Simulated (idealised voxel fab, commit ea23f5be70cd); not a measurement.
process module | voxel quadruple lines
cross-section cut | 300 nm wide | cells 5 nm
A cross-section is a grid of square cells, given in bands from the top down. A band is one or more rows of cells.
Each band's line starts with the height of the band's top and of its bottom, in nm. Then come its materials from left to right, each with its width in nm. One material with "throughout" fills the band from edge to edge. "air" is empty space.
Height 0 is the level under which the wafer as received is all one material. The lowest band goes on downwards, as in "0 down".
A width such as "30 to 40" changes by the same amount from each row of cells to the next, from the band's top row to its bottom row.
"no change" after a step means that no cell of the cross-section changed.
closed voids: empty space of 8 cells or more with no open way to the top, each as width x height at its distance from the left edge, in nm
after a step's settings: what the simulator itself notes on the step
overlay nm, on a step with a mask: how far to the right of its planned place the mask lay; to the left if negative
plan
1 op RECEIVE | material Si
2 op CONFORMAL_DEP | material Al2O3 | thk nm 5
3 op DIRECTIONAL_DEP | material W | thk nm 10
4 op DIRECTIONAL_DEP | material polySi | thk nm 15
5 op DIRECTIONAL_DEP | material aC | thk nm 25
6 op PATTERN | tone cover | mask id MANDREL | material resist | width nm 30 | pitch nm 80 | thk nm 30 | overlay nm 0
7 op DIRECTIONAL_ETCH | etch materials aC | depth nm 25
8 op STRIP | etch materials resist
9 op CONFORMAL_DEP | material SiO2 | thk nm 10
10 op DIRECTIONAL_ETCH | etch materials SiO2 | depth nm 10
11 op STRIP | etch materials aC
12 op DIRECTIONAL_ETCH | etch materials polySi | depth nm 15
13 op STRIP | etch materials SiO2
14 op CONFORMAL_DEP | material SiN | thk nm 10
15 op DIRECTIONAL_ETCH | etch materials SiN | depth nm 10
16 op STRIP | etch materials polySi
17 op DIRECTIONAL_ETCH | etch materials W | depth nm 10
18 op STRIP | etch materials SiN
first wafer, as planned
as received, after step 1
  0 down: Si throughout
  closed voids: none
after step 2
  5 to 0: Al2O3 throughout
  below 0: unchanged
after step 3
  15 to 5: W throughout
  below 5: unchanged
after step 4
  30 to 15: polySi throughout
  below 15: unchanged
after step 5
  55 to 30: aC throughout
  below 30: unchanged
after step 6
  85 to 55: air 95 | resist 30 | air 50 | resist 30 | air 95
  below 55: unchanged
after step 7
  60 to 55: air 95 | resist 30 | air 50 | resist 30 | air 95
  55 to 30: air 95 | aC 30 | air 50 | aC 30 | air 95
  below 30: unchanged
after step 8
  55 to 30: air 95 | aC 30 | air 50 | aC 30 | air 95
  below 30: unchanged
after step 9
  65 to 55: air 85 | SiO2 50 | air 30 | SiO2 50 | air 85
  55 to 40: air 85 | SiO2 10 | aC 30 | SiO2 10 | air 30 | SiO2 10 | aC 30 | SiO2 10 | air 85
  40 to 30: SiO2 95 | aC 30 | SiO2 50 | aC 30 | SiO2 95
  below 30: unchanged
after step 10
  55 to 30: air 85 | SiO2 10 | aC 30 | SiO2 10 | air 30 | SiO2 10 | aC 30 | SiO2 10 | air 85
  below 30: unchanged
after step 11
  55 to 30: air 85 | SiO2 10 | air 30 | SiO2 10 | air 30 | SiO2 10 | air 30 | SiO2 10 | air 85
  below 30: unchanged
after step 12
  55 to 30: air 85 | SiO2 10 | air 30 | SiO2 10 | air 30 | SiO2 10 | air 30 | SiO2 10 | air 85
  30 to 15: air 85 | polySi 10 | air 30 | polySi 10 | air 30 | polySi 10 | air 30 | polySi 10 | air 85
  below 15: unchanged
after step 13
  30 to 15: air 85 | polySi 10 | air 30 | polySi 10 | air 30 | polySi 10 | air 30 | polySi 10 | air 85
  below 15: unchanged
after step 14
  40 to 30: air 75 | SiN 30 | air 10 | SiN 30 | air 10 | SiN 30 | air 10 | SiN 30 | air 75
  30 to 25: air 75 | SiN 10 | polySi 10 | SiN 10 | air 10 | SiN 10 | polySi 10 | SiN 10 | air 10 | SiN 10 | polySi 10 | SiN 10 | air 10 | SiN 10 | polySi 10 | SiN 10 | air 75
  25 to 15: SiN 85 | polySi 10 | SiN 30 | polySi 10 | SiN 30 | polySi 10 | SiN 30 | polySi 10 | SiN 85
  below 15: unchanged
after step 15
  30 to 15: air 75 | SiN 10 | polySi 10 | SiN 10 | air 10 | SiN 10 | polySi 10 | SiN 10 | air 10 | SiN 10 | polySi 10 | SiN 10 | air 10 | SiN 10 | polySi 10 | SiN 10 | air 75
  below 15: unchanged
after step 16
  30 to 15: air 75 | SiN 10 | air 10 | SiN 10 | air 10 | SiN 10 | air 10 | SiN 10 | air 10 | SiN 10 | air 10 | SiN 10 | air 10 | SiN 10 | air 10 | SiN 10 | air 75
  below 15: unchanged
after step 17
  30 to 15: air 75 | SiN 10 | air 10 | SiN 10 | air 10 | SiN 10 | air 10 | SiN 10 | air 10 | SiN 10 | air 10 | SiN 10 | air 10 | SiN 10 | air 10 | SiN 10 | air 75
  15 to 5: air 75 | W 10 | air 10 | W 10 | air 10 | W 10 | air 10 | W 10 | air 10 | W 10 | air 10 | W 10 | air 10 | W 10 | air 10 | W 10 | air 75
  below 5: unchanged
after step 18
  15 to 5: air 75 | W 10 | air 10 | W 10 | air 10 | W 10 | air 10 | W 10 | air 10 | W 10 | air 10 | W 10 | air 10 | W 10 | air 10 | W 10 | air 75
  below 5: unchanged
second wafer: like start, like plan, one mistake. Through step 15 it matches the first wafer
when step 16 should have ended
  30 to 15: air 75 | SiN 10 | polySi 10 | SiN 10 | air 10 | SiN 10 | polySi 10 | SiN 10 | air 10 | SiN 10 | polySi 10 | SiN 10 | air 10 | SiN 10 | polySi 10 | SiN 10 | air 75
  15 to 5: air 75 | W 30 | air 10 | W 30 | air 10 | W 30 | air 10 | W 30 | air 75
  below 5: unchanged
when step 17 should have ended
  30 to 15: air 75 | SiN 10 | air 10 | SiN 10 | air 10 | SiN 10 | air 10 | SiN 10 | air 10 | SiN 10 | air 10 | SiN 10 | air 10 | SiN 10 | air 10 | SiN 10 | air 75
  below 15: unchanged
when step 18 should have ended
  15 to 5: air 75 | W 30 | air 10 | W 30 | air 10 | W 30 | air 10 | W 30 | air 75
  below 5: unchanged
what went wrong: steps 16 and 17 were swapped
at the end the second wafer has, in cells: 16 more of W
